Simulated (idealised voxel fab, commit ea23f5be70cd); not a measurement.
Name of the process module below: voxel ribs on slabs
The cross-section on display is named cut; it measures 270 nm wide, and its cells are 5 nm squares.
When this document writes out a cross-section, it uses a grid of square cells and lists it as bands, beginning at the top and moving down, with a band standing for one or more rows of cells. Quick guide to a band line: top height, bottom height (nm) up front; then every material left to right with its width in nm. Only one material and it's marked "throughout"? Then it fills the band edge to edge. And "blank" just means empty space. Counting heights begins at 0, where everything beneath is, in the wafer as received, one material. The lowest band has no bottom; it goes on downwards, as "0..down" shows. Width: "30..40" (first number = top row, second number = bottom row, same change from row to row of cells). "stayed the same" after a step means that no cell of the cross-section changed. "Completely enclosed voids" - sealed voids, min. 8 cells, no opening to top; format: width x height at distance (distance from left edge; nm throughout). That trailing text on a step's line, after the settings, is the simulator's own remark on the step. overlay nm: right-of-plan distance of the mask on a masked step; negative values mean left-of-plan.

[Below is the list of planned process steps]
1) op RECEIVE | material Si
2) op DIRECTIONAL_DEP | material SiO2 | thk nm 20
3) op DIRECTIONAL_DEP | material SiN | thk nm 15
4) op MASKED_ETCH | tone cover | mask id RIB | width nm 15 | etch materials SiN | depth nm 5 | overlay nm 0
5) op DIRECTIONAL_DEP | material aC | thk nm 10
6) op PATTERN | tone cover | mask id SLAB | material resist | width nm 65 | thk nm 30 | overlay nm 0
7) op DIRECTIONAL_ETCH | etch materials aC | depth nm 10
8) op STRIP | etch materials resist
9) op DIRECTIONAL_ETCH | etch materials SiN | depth nm 10
10) op STRIP | etch materials aC
11) op FILL_DEP | material SiO2 | thk nm 20
12) op CMP | height nm 40
13) op DIRECTIONAL_DEP | material W | thk nm 5
14) op PATTERN | tone cover | mask id HEATER | material resist | width nm 25 | thk nm 20 | overlay nm 0
15) op DIRECTIONAL_ETCH | etch materials W | depth nm 5
16) op STRIP | etch materials resist
17) op CONFORMAL_DEP | material SiO2 | thk nm 10
Quick note for whoever runs this: the wafers start identical, but the height nm at step 12 isn't the same across them. The plan just shows what the first wafer had.

[Cross-section of the first of several wafers on receipt, reflecting completion of step 1]
  0..down | Si throughout
  Completely enclosed voids: none

[Cross-section of the first of several wafers once the module has run through its last step, step 17]
  55..50 | 110 blank, 45 SiO2, 115 blank
  50..45 | SiO2 throughout
  45..40 | 120 SiO2, 25 W, 125 SiO2
  40..35 | SiO2 throughout
  35..30 | 125 SiO2, 15 SiN, 130 SiO2
  30..20 | 100 SiO2, 65 SiN, 105 SiO2
  20..0 | SiO2 throughout
  0..down | Si throughout
  Completely enclosed voids: none

[X-section, last wafer, module end]
  70..65 | 110 blank, 45 SiO2, 115 blank
  65..60 | SiO2 throughout
  60..55 | 120 SiO2, 25 W, 125 SiO2
  55..35 | SiO2 throughout
  35..30 | 125 SiO2, 15 SiN, 130 SiO2
  30..20 | 100 SiO2, 65 SiN, 105 SiO2
  20..0 | SiO2 throughout
  0..down | Si throughout
  Completely enclosed voids: none

[wafer rows; end of module; cells per material since receipt: (+) gained, (-) lost; then closed voids]
height nm 40 | +29 SiN | +515 SiO2 | +5 W | Completely enclosed voids: none
height nm 45 | +29 SiN | +569 SiO2 | +5 W | Completely enclosed voids: none
height nm 50 | +29 SiN | +623 SiO2 | +5 W | Completely enclosed voids: none
height nm 55 | +29 SiN | +677 SiO2 | +5 W | Completely enclosed voids: none
